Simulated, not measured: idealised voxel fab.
The process module that follows is named voxel capacitor over wiring.
The cross-section on display is named cut; it measures 250 nm wide, and its cells are 5 nm squares.
In what follows, cross-sections appear as grids of square cells, described through bands that run from the top down, where every band is one or more rows of cells. Read a band's entry like this: the first values are the height of its top and the height of its bottom in nm, and what follows is the sequence of materials from left to right, each with its width in nm. Note that "air" is empty space, and that a single material marked "everywhere" reaches across the band from edge to edge. Note: height 0 marks the level under which the wafer is uniformly one material as received. Lowest band unbounded below, written "0 nm and below". The two numbers in a width such as "30 to 40" mark its ends across the band: the first belongs to the top row of cells, the second to the bottom row, and from each row to the next the width moves by the same amount. Step note "nothing got changed" = no cross-section cell changed. "Enclosed cavity list" lists enclosed empty spaces (at least 8 cells, no open path upward to the top), each as width x height at distance from the left edge, in nm. It should be noted that, on the line of a given step, the content following the step's settings is a remark produced by the simulator itself with respect to that step. overlay nm, on a step with a mask: how far to the right of its planned place the mask lay; to the left if negative.
Plan:
1: RECEIVE with material Si
2: CONFORMAL_DEP with material SiO2, thk nm 10
3: DIRECTIONAL_DEP with material TiN, thk nm 5
4: DIRECTIONAL_DEP with material W, thk nm 15
5: DIRECTIONAL_DEP with material aC, thk nm 15
6: PATTERN with tone cover, mask id METAL_1, material resist, width nm 20, pitch nm 70, thk nm 30, overlay nm 0
7: DIRECTIONAL_ETCH with etch materials aC, depth nm 15
8: STRIP with etch materials resist
9: DIRECTIONAL_ETCH with etch materials W, depth nm 15
10: DIRECTIONAL_ETCH with etch materials TiN, depth nm 5
11: STRIP with etch materials aC
12: FILL_DEP with material lowk, thk nm 5
13: CMP with height nm 30
14: CONFORMAL_DEP with material SiCN, thk nm 5
15: DIRECTIONAL_DEP with material lowk, thk nm 10
16: DIRECTIONAL_DEP with material aC, thk nm 15
17: PATTERN with tone open, mask id PLUG_1, material resist, width nm 15, thk nm 35, overlay nm 0
18: DIRECTIONAL_ETCH with etch materials aC, depth nm 15
19: STRIP with etch materials resist
20: DIRECTIONAL_ETCH with etch materials lowk, depth nm 10
21: DIRECTIONAL_ETCH with etch materials SiCN, depth nm 5
22: STRIP with etch materials aC
23: CONFORMAL_DEP with material TiN, thk nm 5
24: FILL_DEP with material Ru, thk nm 10
25: CMP with height nm 45
26: DIRECTIONAL_DEP with material TiN, thk nm 10
27: DIRECTIONAL_DEP with material Al2O3, thk nm 5
28: DIRECTIONAL_DEP with material TiN, thk nm 5
29: PATTERN with tone cover, mask id UPPER_PLATE, material resist, width nm 55, thk nm 20, overlay nm 0
30: DIRECTIONAL_ETCH with etch materials TiN, depth nm 5
31: DIRECTIONAL_ETCH with etch materials Al2O3, depth nm 5
32: STRIP with etch materials resist
33: PATTERN with tone cover, mask id LOWER_PLATE, material resist, width nm 65, thk nm 20, overlay nm 0
34: DIRECTIONAL_ETCH with etch materials TiN, depth nm 10
35: STRIP with etch materials resist
36: FILL_DEP with material SiO2, thk nm 20
37: CMP with height nm 80
38: MASKED_ETCH with tone open, mask id PLUG_2, width nm 15, etch materials SiO2, depth nm 15, overlay nm 0
39: CONFORMAL_DEP with material TiN, thk nm 5
40: FILL_DEP with material W, thk nm 5
41: CMP with height nm 80
42: CONFORMAL_DEP with material SiCN, thk nm 5
Wafer cross-section on receipt, i.e. after step 1:
> 0 nm and below | Si everywhere
> Enclosed cavity list: none
The first of the two wafers as seen in cross-section once the module was finished; processing followed the plan:
> 85 nm to 80 nm | SiCN everywhere
> 80 nm to 70 nm | SiO2=95 / TiN=5 / W=5 / TiN=5 / SiO2=140
> 70 nm to 60 nm | SiO2=95 to 85 / TiN=15 to 55 / SiO2=140 to 110
> 60 nm to 55 nm | SiO2=85 / Al2O3=55 / SiO2=110
> 55 nm to 45 nm | SiO2=80 / TiN=65 / SiO2=105
> 45 nm to 35 nm | lowk=85 / TiN=5 / Ru=5 / TiN=5 / lowk=150
> 35 nm to 30 nm | SiCN=85 / TiN=15 / SiCN=150
> 30 nm to 15 nm | lowk=80 / W=20 / lowk=50 / W=20 / lowk=80
> 15 nm to 10 nm | lowk=80 / TiN=20 / lowk=50 / TiN=20 / lowk=80
> 10 nm to 0 nm | SiO2 everywhere
> 0 nm and below | Si everywhere
> Enclosed cavity list: none
Wafer two, sectioned after the module: the first wafer's start, the first wafer's plan, and one mistake in how it was run:
> 85 nm to 80 nm | SiCN everywhere
> 80 nm to 70 nm | SiO2=95 / TiN=5 / W=5 / TiN=5 / SiO2=140
> 70 nm to 60 nm | SiO2=95 to 85 / TiN=15 to 55 / SiO2=140 to 110
> 60 nm to 55 nm | SiO2=85 / Al2O3=55 / SiO2=110
> 55 nm to 45 nm | SiO2=80 / TiN=65 / SiO2=105
> 45 nm to 35 nm | lowk=85 / TiN=5 / Ru=5 / TiN=5 / lowk=150
> 35 nm to 30 nm | SiCN=85 / TiN=15 / SiCN=150
> 30 nm to 15 nm | lowk=70 / W=20 / lowk=50 / W=20 / lowk=90
> 15 nm to 10 nm | lowk=70 / TiN=20 / lowk=50 / TiN=20 / lowk=90
> 10 nm to 0 nm | SiO2 everywhere
> 0 nm and below | Si everywhere
> Enclosed cavity list: none
The mistake made against the process plan was this: step 6, actual vs plan mismatch, actual run PATTERN with tone cover, mask id METAL_1, material resist, width nm 20, pitch nm 70, thk nm 30, overlay nm -10
Final state: per-material cell counts identical on both wafers; locations differ.
